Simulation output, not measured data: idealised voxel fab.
The following process module bears the name voxel self aligned vias.
Xsec cut, 285 nm wide, square cell size 5 nm.
Cross-section, as written here: a square-cell grid given band by band from the top down, where a band holds one or more rows of cells. Each band's line starts with the height of the band's top and of its bottom, in nm. Then come its materials from left to right, each with its width in nm. One material with "full width" fills the band from edge to edge. "air" is empty space. A quick word on heights: they are counted from 0, and under that level the wafer as it came to us is one material throughout. The lowest band is different from the rest in having no bottom; it simply continues downward, written as in "top 0, no bottom". You'd read "30..40" like this: the band's top row of cells is as wide as the first number, its bottom row is as wide as the second, and going down, every row changes width by the same amount as the row before did. Given "all unchanged" for a step, no cell of the cross-section differs between before and after that step. Voids lacking openings: empty space of 8 cells or more with no open way to the top, each as width x height at its distance from the left edge, in nm. Note: text after step settings on the step line = simulator remark on that step. "overlay nm" answers the question of how far to the right of plan the mask lay on a step that has a mask, and when it is negative the answer is to the left.
The planned process steps are enumerated hereunder
1) op RECEIVE | material Si
2) op CONFORMAL_DEP | material SiO2 | thk nm 10
3) op CONFORMAL_DEP | material SiCN | thk nm 5
4) op DIRECTIONAL_DEP | material lowk | thk nm 20
5) op DIRECTIONAL_DEP | material aC | thk nm 15
6) op PATTERN | tone open | mask id LINES | material resist | width nm 25 | pitch nm 55 | thk nm 35 | overlay nm 0
7) op DIRECTIONAL_ETCH | etch materials aC | depth nm 15
8) op STRIP | etch materials resist
9) op DIRECTIONAL_ETCH | etch materials lowk | depth nm 20
10) op STRIP | etch materials aC
11) op CONFORMAL_DEP | material TiN | thk nm 5
12) op FILL_DEP | material Ru | thk nm 10
13) op CMP | height nm 35
14) op SELECTIVE_ETCH | etch materials W Ru TiN | depth nm 10
15) op FILL_DEP | material SiN | thk nm 10
16) op CMP | height nm 35
17) op DIRECTIONAL_DEP | material lowk | thk nm 15
18) op DIRECTIONAL_DEP | material aC | thk nm 15
19) op PATTERN | tone open | mask id VIAS | material resist | width nm 35 | pitch nm 110 | thk nm 35 | overlay nm 0
20) op DIRECTIONAL_ETCH | etch materials aC | depth nm 15
21) op STRIP | etch materials resist
22) op DIRECTIONAL_ETCH | etch materials lowk | depth nm 15
23) op DIRECTIONAL_ETCH | etch materials SiN | depth nm 10
24) op STRIP | etch materials aC
25) op CONFORMAL_DEP | material TiN | thk nm 5
26) op FILL_DEP | material W | thk nm 10
27) op CMP | height nm 50
28) op CONFORMAL_DEP | material SiN | thk nm 5
First of two wafers - as planned
Cross-sectional view of the wafer in its as-received condition, corresponding to the state after step 1
	top 0, no bottom  Si full width
	Voids lacking openings: none
Wafer section view after processing step 2
	top 10, bottom 0  SiO2 full width
	Below 0, no change.
Wafer section view after processing step 3
	top 15, bottom 10  SiCN full width
	Below 10, no change.
Wafer section view after processing step 4
	top 35, bottom 15  lowk full width
	Below 15, no change.
Wafer section view after processing step 5
	top 50, bottom 35  aC full width
	Below 35, no change.
Wafer section view after processing step 6
	top 85, bottom 50  resist (75)  air (25)  resist (30)  air (25)  resist (30)  air (25)  resist (75)
	Below 50, no change.
Wafer section view after processing step 7
	top 70, bottom 50  resist (75)  air (25)  resist (30)  air (25)  resist (30)  air (25)  resist (75)
	top 50, bottom 35  aC (75)  air (25)  aC (30)  air (25)  aC (30)  air (25)  aC (75)
	Below 35, no change.
Wafer section view after processing step 8
	top 50, bottom 35  aC (75)  air (25)  aC (30)  air (25)  aC (30)  air (25)  aC (75)
	Below 35, no change.
Wafer section view after processing step 9
	top 50, bottom 35  aC (75)  air (25)  aC (30)  air (25)  aC (30)  air (25)  aC (75)
	top 35, bottom 15  lowk (75)  air (25)  lowk (30)  air (25)  lowk (30)  air (25)  lowk (75)
	Below 15, no change.
Wafer section view after processing step 10
	top 35, bottom 15  lowk (75)  air (25)  lowk (30)  air (25)  lowk (30)  air (25)  lowk (75)
	Below 15, no change.
Wafer section view after processing step 11
	top 40, bottom 35  TiN (80)  air (15)  TiN (40)  air (15)  TiN (40)  air (15)  TiN (80)
	top 35, bottom 20  lowk (75)  TiN (5)  air (15)  TiN (5)  lowk (30)  TiN (5)  air (15)  TiN (5)  lowk (30)  TiN (5)  air (15)  TiN (5)  lowk (75)
	top 20, bottom 15  lowk (75)  TiN (25)  lowk (30)  TiN (25)  lowk (30)  TiN (25)  lowk (75)
	Below 15, no change.
Wafer section view after processing step 12
	top 50, bottom 40  Ru full width
	top 40, bottom 35  TiN (80)  Ru (15)  TiN (40)  Ru (15)  TiN (40)  Ru (15)  TiN (80)
	top 35, bottom 20  lowk (75)  TiN (5)  Ru (15)  TiN (5)  lowk (30)  TiN (5)  Ru (15)  TiN (5)  lowk (30)  TiN (5)  Ru (15)  TiN (5)  lowk (75)
	Below 20, no change.
Wafer section view after processing step 13
	top 35, bottom 20  lowk (75)  TiN (5)  Ru (15)  TiN (5)  lowk (30)  TiN (5)  Ru (15)  TiN (5)  lowk (30)  TiN (5)  Ru (15)  TiN (5)  lowk (75)
	Below 20, no change.
Wafer section view after processing step 14
	top 35, bottom 25  lowk (75)  air (25)  lowk (30)  air (25)  lowk (30)  air (25)  lowk (75)
	Below 25, no change.
Wafer section view after processing step 15
	top 45, bottom 35  SiN full width
	top 35, bottom 25  lowk (75)  SiN (25)  lowk (30)  SiN (25)  lowk (30)  SiN (25)  lowk (75)
	Below 25, no change.
Wafer section view after processing step 16
	top 35, bottom 25  lowk (75)  SiN (25)  lowk (30)  SiN (25)  lowk (30)  SiN (25)  lowk (75)
	Below 25, no change.
Wafer section view after processing step 17
	top 50, bottom 35  lowk full width
	Below 35, no change.
Wafer section view after processing step 18
	top 65, bottom 50  aC full width
	Below 50, no change.
Wafer section view after processing step 19
	top 100, bottom 65  resist (70)  air (35)  resist (75)  air (35)  resist (70)
	Below 65, no change.
Wafer section view after processing step 20
	top 85, bottom 65  resist (70)  air (35)  resist (75)  air (35)  resist (70)
	top 65, bottom 50  aC (70)  air (35)  aC (75)  air (35)  aC (70)
	Below 50, no change.
Wafer section view after processing step 21
	top 65, bottom 50  aC (70)  air (35)  aC (75)  air (35)  aC (70)
	Below 50, no change.
Wafer section view after processing step 22
	top 65, bottom 50  aC (70)  air (35)  aC (75)  air (35)  aC (70)
	top 50, bottom 35  lowk (70)  air (35)  lowk (75)  air (35)  lowk (70)
	Below 35, no change.
Wafer section view after processing step 23
	top 65, bottom 50  aC (70)  air (35)  aC (75)  air (35)  aC (70)
	top 50, bottom 35  lowk (70)  air (35)  lowk (75)  air (35)  lowk (70)
	top 35, bottom 25  lowk (75)  air (25)  lowk (30)  SiN (25)  lowk (30)  air (25)  lowk (75)
	Below 25, no change.
Wafer section view after processing step 24
	top 50, bottom 35  lowk (70)  air (35)  lowk (75)  air (35)  lowk (70)
	Below 35, no change.
Wafer section view after processing step 25
	top 55, bottom 50  TiN (75)  air (25)  TiN (85)  air (25)  TiN (75)
	top 50, bottom 40  lowk (70)  TiN (5)  air (25)  TiN (5)  lowk (75)  TiN (5)  air (25)  TiN (5)  lowk (70)
	top 40, bottom 35  lowk (70)  TiN (10)  air (15)  TiN (10)  lowk (75)  TiN (10)  air (15)  TiN (10)  lowk (70)
	top 35, bottom 30  lowk (75)  TiN (5)  air (15)  TiN (5)  lowk (30)  SiN (25)  lowk (30)  TiN (5)  air (15)  TiN (5)  lowk (75)
	top 30, bottom 25  lowk (75)  TiN (25)  lowk (30)  SiN (25)  lowk (30)  TiN (25)  lowk (75)
	Below 25, no change.
Wafer section view after processing step 26
	top 65, bottom 55  W full width
	top 55, bottom 50  TiN (75)  W (25)  TiN (85)  W (25)  TiN (75)
	top 50, bottom 40  lowk (70)  TiN (5)  W (25)  TiN (5)  lowk (75)  TiN (5)  W (25)  TiN (5)  lowk (70)
	top 40, bottom 35  lowk (70)  TiN (10)  W (15)  TiN (10)  lowk (75)  TiN (10)  W (15)  TiN (10)  lowk (70)
	top 35, bottom 30  lowk (75)  TiN (5)  W (15)  TiN (5)  lowk (30)  SiN (25)  lowk (30)  TiN (5)  W (15)  TiN (5)  lowk (75)
	Below 30, no change.
Wafer section view after processing step 27
	top 50, bottom 40  lowk (70)  TiN (5)  W (25)  TiN (5)  lowk (75)  TiN (5)  W (25)  TiN (5)  lowk (70)
	Below 40, no change.
Wafer section view after processing step 28
	top 55, bottom 50  SiN full width
	Below 50, no change.
Wafer two: like wafer one in start and plan, but with one mistake in execution; identical up to and including step 21
Second wafer, cross-section, planned end of step 22
	top 65, bottom 50  aC (70)  air (35)  aC (75)  air (35)  aC (70)
	top 50, bottom 35  lowk (70)  air (35)  lowk (75)  air (35)  lowk (70)
	top 35, bottom 25  lowk (70)  air (5)  SiN (25)  air (5)  lowk (25)  SiN (25)  lowk (25)  air (5)  SiN (25)  air (5)  lowk (70)
	top 25, bottom 20  lowk (70)  air (5)  TiN (5)  Ru (15)  TiN (5)  air (5)  lowk (25)  TiN (5)  Ru (15)  TiN (5)  lowk (25)  air (5)  TiN (5)  Ru (15)  TiN (5)  air (5)  lowk (70)
	Below 20, no change.
Second wafer, cross-section, planned end of step 23
	top 65, bottom 50  aC (70)  air (35)  aC (75)  air (35)  aC (70)
	top 50, bottom 35  lowk (70)  air (35)  lowk (75)  air (35)  lowk (70)
	top 35, bottom 25  lowk (70)  air (35)  lowk (25)  SiN (25)  lowk (25)  air (35)  lowk (70)
	Below 25, no change.
Second wafer, cross-section, planned end of step 24
	top 50, bottom 35  lowk (70)  air (35)  lowk (75)  air (35)  lowk (70)
	Below 35, no change.
Second wafer, cross-section, planned end of step 25
	top 55, bottom 50  TiN (75)  air (25)  TiN (85)  air (25)  TiN (75)
	top 50, bottom 35  lowk (70)  TiN (5)  air (25)  TiN (5)  lowk (75)  TiN (5)  air (25)  TiN (5)  lowk (70)
	top 35, bottom 30  lowk (70)  TiN (5)  air (25)  TiN (5)  lowk (25)  SiN (25)  lowk (25)  TiN (5)  air (25)  TiN (5)  lowk (70)
	top 30, bottom 25  lowk (70)  TiN (35)  lowk (25)  SiN (25)  lowk (25)  TiN (35)  lowk (70)
	top 25, bottom 20  lowk (70)  TiN (10)  Ru (15)  TiN (10)  lowk (25)  TiN (5)  Ru (15)  TiN (5)  lowk (25)  TiN (10)  Ru (15)  TiN (10)  lowk (70)
	Below 20, no change.
Second wafer, cross-section, planned end of step 26
	top 65, bottom 55  W full width
	top 55, bottom 50  TiN (75)  W (25)  TiN (85)  W (25)  TiN (75)
	top 50, bottom 35  lowk (70)  TiN (5)  W (25)  TiN (5)  lowk (75)  TiN (5)  W (25)  TiN (5)  lowk (70)
	top 35, bottom 30  lowk (70)  TiN (5)  W (25)  TiN (5)  lowk (25)  SiN (25)  lowk (25)  TiN (5)  W (25)  TiN (5)  lowk (70)
	Below 30, no change.
Second wafer, cross-section, planned end of step 27
	top 50, bottom 35  lowk (70)  TiN (5)  W (25)  TiN (5)  lowk (75)  TiN (5)  W (25)  TiN (5)  lowk (70)
	Below 35, no change.
Second wafer, cross-section, planned end of step 28
	top 55, bottom 50  SiN full width
	Below 50, no change.
Run error: step 22, plan: ran twice
FYI, end of process, the second wafer has more or fewer cells of some materials than the first: +4 TiN | +8 W | -12 lowk
